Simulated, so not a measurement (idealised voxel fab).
Process module under the name voxel transistor to metal
We display cut, a cross-section 160 nm in width whose square cells are each 5 nm.
Cross-section layout: square cells on a grid; listed as bands, top to bottom; a band spans one or more cell rows.
Quick guide to a band line: top height, bottom height (nm) up front; then every material left to right with its width in nm. Only one material and it's marked "everywhere"? Then it fills the band edge to edge. And "empty" just means empty space.
Height is counted from the level 0, under which the received wafer is composed throughout of one material. The lowest of the bands is not closed at the bottom but continues downward, in the notation "from 0 down".
Read "30 to 40" as a graded width: first number on top, second number at the bottom, same change between each pair of neighbouring rows.
Step note "no alterations made" = no cross-section cell changed.
Each empty space that has no open way to the top and spans at least 8 cells appears under "Unvented internal voids" as width x height at distance, the distance counted from the left edge, all in nm.
Whatever follows a step's settings on its line is a remark the simulator itself makes about that step.
On any step carrying a mask, the "overlay nm" setting, if present on the step's line, tells how far right of its planned place the mask lay; negative values point to the left.

Steps planned for the process:
1 RECEIVE, material Si
2 OXIDIZE, depth nm 5
3 CONFORMAL_DEP, material SiN, thk nm 10
4 MASKED_ETCH, tone cover, mask id ACTIVE, width nm 110, etch materials SiN, depth nm 10, overlay nm 0
5 MASKED_ETCH, tone cover, mask id ACTIVE, width nm 110, etch materials SiO2, depth nm 5, overlay nm 0
6 MASKED_ETCH, tone cover, mask id ACTIVE, width nm 110, etch materials Si, depth nm 35, overlay nm 0
7 FILL_DEP, material SiO2, thk nm 15
8 CMP, height nm 10
9 SELECTIVE_ETCH, etch materials SiO2, depth nm 5
10 STRIP, etch materials SiN
11 SELECTIVE_ETCH, etch materials SiO2, depth nm 5
12 OXIDIZE, depth nm 5
13 DIRECTIONAL_DEP, material polySi, thk nm 30
14 DIRECTIONAL_DEP, material SiCN, thk nm 15
15 DIRECTIONAL_DEP, material aC, thk nm 15
16 PATTERN, tone cover, mask id GATE, material resist, width nm 20, thk nm 30, overlay nm 0
17 DIRECTIONAL_ETCH, etch materials aC, depth nm 15
18 STRIP, etch materials resist
19 DIRECTIONAL_ETCH, etch materials SiCN, depth nm 25
20 DIRECTIONAL_ETCH, etch materials polySi, depth nm 40
21 STRIP, etch materials aC
22 CONFORMAL_DEP, material SiO2, thk nm 5
23 DIRECTIONAL_ETCH, etch materials SiO2, depth nm 5
24 CONFORMAL_DEP, material SiN, thk nm 5
25 DIRECTIONAL_ETCH, etch materials SiN, depth nm 5
26 DIRECTIONAL_ETCH, etch materials SiO2, depth nm 5
27 DIRECTIONAL_ETCH, etch materials Si, depth nm 10
28 EPI, material SiGe, thk nm 15
29 FILL_DEP, material SiO2, thk nm 5
30 CMP, height nm 40
31 DIRECTIONAL_DEP, material SiO2, thk nm 10
32 DIRECTIONAL_DEP, material aC, thk nm 10
33 PATTERN, tone open, mask id CONTACT, material resist, width nm 20, pitch nm 70, thk nm 30, overlay nm 0
34 DIRECTIONAL_ETCH, etch materials aC, depth nm 10
35 STRIP, etch materials resist
36 DIRECTIONAL_ETCH, etch materials SiO2, depth nm 45
37 STRIP, etch materials aC
38 CONFORMAL_DEP, material TiN, thk nm 5
39 FILL_DEP, material W, thk nm 10
40 CMP, height nm 50
41 CONFORMAL_DEP, material SiCN, thk nm 5
42 DIRECTIONAL_DEP, material lowk, thk nm 15
43 DIRECTIONAL_DEP, material aC, thk nm 15
44 PATTERN, tone open, mask id METAL_1, material resist, width nm 20, pitch nm 70, thk nm 35, overlay nm 0
45 DIRECTIONAL_ETCH, etch materials aC, depth nm 15
46 STRIP, etch materials resist
47 DIRECTIONAL_ETCH, etch materials lowk, depth nm 15
48 DIRECTIONAL_ETCH, etch materials SiCN, depth nm 5
49 STRIP, etch materials aC
50 CONFORMAL_DEP, material TiN, thk nm 5
51 FILL_DEP, material Cu, thk nm 5
52 CMP, height nm 70
53 CONFORMAL_DEP, material SiCN, thk nm 5
54 DIRECTIONAL_DEP, material SiO2, thk nm 30
55 MASKED_ETCH, tone open, mask id METAL_2, width nm 20, pitch nm 70, etch materials SiO2, depth nm 20, overlay nm 0
56 PATTERN, tone open, mask id METAL_2_HOLES, material resist, width nm 15, pitch nm 70, thk nm 15, overlay nm 0
57 DIRECTIONAL_ETCH, etch materials SiO2, depth nm 10
58 DIRECTIONAL_ETCH, etch materials SiCN, depth nm 5
59 STRIP, etch materials resist
60 CONFORMAL_DEP, material TiN, thk nm 5
61 FILL_DEP, material Cu, thk nm 5
62 CMP, height nm 105
63 CONFORMAL_DEP, material SiN, thk nm 5

Cross-sectional view of the wafer in its as-received condition, corresponding to the state after step 1:
	from 0 down: Si everywhere
	Unvented internal voids: none

Sectioned view, first of two wafers, at the close of the module, processed as intended in the plan:
	from 110 to 105: SiN everywhere
	from 105 to 90: 35 SiO2 | 5 TiN | 10 Cu | 5 TiN | 50 SiO2 | 5 TiN | 10 Cu | 5 TiN | 35 SiO2
	from 90 to 85: 35 SiO2 | 5 TiN | 5 Cu | 10 TiN | 50 SiO2 | 5 TiN | 5 Cu | 10 TiN | 35 SiO2
	from 85 to 75: 35 SiO2 | 5 TiN | 5 Cu | 5 TiN | 55 SiO2 | 5 TiN | 5 Cu | 5 TiN | 40 SiO2
	from 75 to 70: 35 SiCN | 15 TiN | 55 SiCN | 15 TiN | 40 SiCN
	from 70 to 55: 35 lowk | 5 TiN | 10 Cu | 5 TiN | 50 lowk | 5 TiN | 10 Cu | 5 TiN | 35 lowk
	from 55 to 50: 35 SiCN | 20 TiN | 50 SiCN | 20 TiN | 35 SiCN
	from 50 to 40: 35 SiO2 | 5 TiN | 10 W | 5 TiN | 50 SiO2 | 5 TiN | 10 W | 5 TiN | 35 SiO2
	from 40 to 25: 35 SiO2 | 5 TiN | 10 W | 5 TiN | 5 SiO2 | 5 SiN | 5 SiO2 | 20 SiCN | 5 SiO2 | 5 SiN | 5 SiO2 | 5 TiN | 10 W | 5 TiN | 35 SiO2
	from 25 to 10: 35 SiO2 | 5 TiN | 10 W | 5 TiN | 5 SiO2 | 5 SiN | 5 SiO2 | 20 polySi | 5 SiO2 | 5 SiN | 5 SiO2 | 5 TiN | 10 W | 5 TiN | 35 SiO2
	from 10 to 5: 35 SiO2 | 20 TiN | 5 SiO2 | 5 SiN | 5 SiO2 | 20 polySi | 5 SiO2 | 5 SiN | 5 SiO2 | 20 TiN | 35 SiO2
	from 5 to 0: 25 SiO2 | 35 SiGe | 5 SiN | 5 SiO2 | 20 polySi | 5 SiO2 | 5 SiN | 35 SiGe | 25 SiO2
	from 0 to -5: 25 SiO2 | 5 SiN | 30 SiGe | 5 SiN | 5 SiO2 | 20 polySi | 5 SiO2 | 5 SiN | 30 SiGe | 5 SiN | 25 SiO2
	from -5 to -10: 30 SiO2 | 30 SiGe | 40 SiO2 | 30 SiGe | 30 SiO2
	from -10 to -20: 25 SiO2 | 5 Si | 30 SiGe | 40 Si | 30 SiGe | 5 Si | 25 SiO2
	from -20 to -40: 25 SiO2 | 110 Si | 25 SiO2
	from -40 down: Si everywhere
	Unvented internal voids: none

The second wafer, shown in cross-section after the module: started the same way as the first and given the same plan, yet one mistake crept into how it was run:
	from 110 to 105: SiN everywhere
	from 105 to 90: 35 SiO2 | 5 TiN | 10 Cu | 5 TiN | 50 SiO2 | 5 TiN | 10 Cu | 5 TiN | 35 SiO2
	from 90 to 85: 35 SiO2 | 5 TiN | 5 Cu | 10 TiN | 50 SiO2 | 5 TiN | 5 Cu | 10 TiN | 35 SiO2
	from 85 to 75: 35 SiO2 | 5 TiN | 5 Cu | 5 TiN | 55 SiO2 | 5 TiN | 5 Cu | 5 TiN | 40 SiO2
	from 75 to 70: 35 SiCN | 15 TiN | 55 SiCN | 15 TiN | 40 SiCN
	from 70 to 55: 35 lowk | 5 TiN | 10 Cu | 5 TiN | 50 lowk | 5 TiN | 10 Cu | 5 TiN | 35 lowk
	from 55 to 50: 35 SiCN | 20 TiN | 50 SiCN | 20 TiN | 35 SiCN
	from 50 to 40: 35 SiO2 | 5 TiN | 10 W | 5 TiN | 50 SiO2 | 5 TiN | 10 W | 5 TiN | 35 SiO2
	from 40 to 25: 35 SiO2 | 5 TiN | 10 W | 5 TiN | 5 SiO2 | 5 SiN | 5 SiO2 | 20 SiCN | 5 SiO2 | 5 SiN | 5 SiO2 | 5 TiN | 10 W | 5 TiN | 35 SiO2
	from 25 to 10: 35 SiO2 | 5 TiN | 10 W | 5 TiN | 5 SiO2 | 5 SiN | 5 SiO2 | 20 polySi | 5 SiO2 | 5 SiN | 5 SiO2 | 5 TiN | 10 W | 5 TiN | 35 SiO2
	from 10 to 5: 35 SiO2 | 20 TiN | 5 SiO2 | 5 SiN | 5 SiO2 | 20 polySi | 5 SiO2 | 5 SiN | 5 SiO2 | 20 TiN | 35 SiO2
	from 5 to 0: 35 SiO2 | 25 SiGe | 5 SiN | 5 SiO2 | 20 polySi | 5 SiO2 | 5 SiN | 15 SiGe | 10 SiO2 | 20 SiGe | 15 SiO2
	from 0 to -5: 35 SiO2 | 5 SiN | 20 SiGe | 5 SiN | 5 SiO2 | 20 polySi | 5 SiO2 | 5 SiN | 15 SiGe | 10 SiO2 | 15 SiGe | 5 SiN | 15 SiO2
	from -5 to -10: 40 SiO2 | 20 SiGe | 40 SiO2 | 40 SiGe | 20 SiO2
	from -10 to -20: 25 SiO2 | 15 Si | 20 SiGe | 40 Si | 40 SiGe | 5 Si | 15 SiO2
	from -20 to -40: 25 SiO2 | 120 Si | 15 SiO2
	from -40 down: Si everywhere
	Unvented internal voids: none
Processing error: rather than as planned, step 4 actually ran as MASKED_ETCH, tone cover, mask id ACTIVE, width nm 110, etch materials SiN, depth nm 10, overlay nm 10
Final comparison by cell count, materials where the second wafer has more or fewer than the first: 12 more of Si; 4 fewer of SiGe; 8 fewer of SiO2
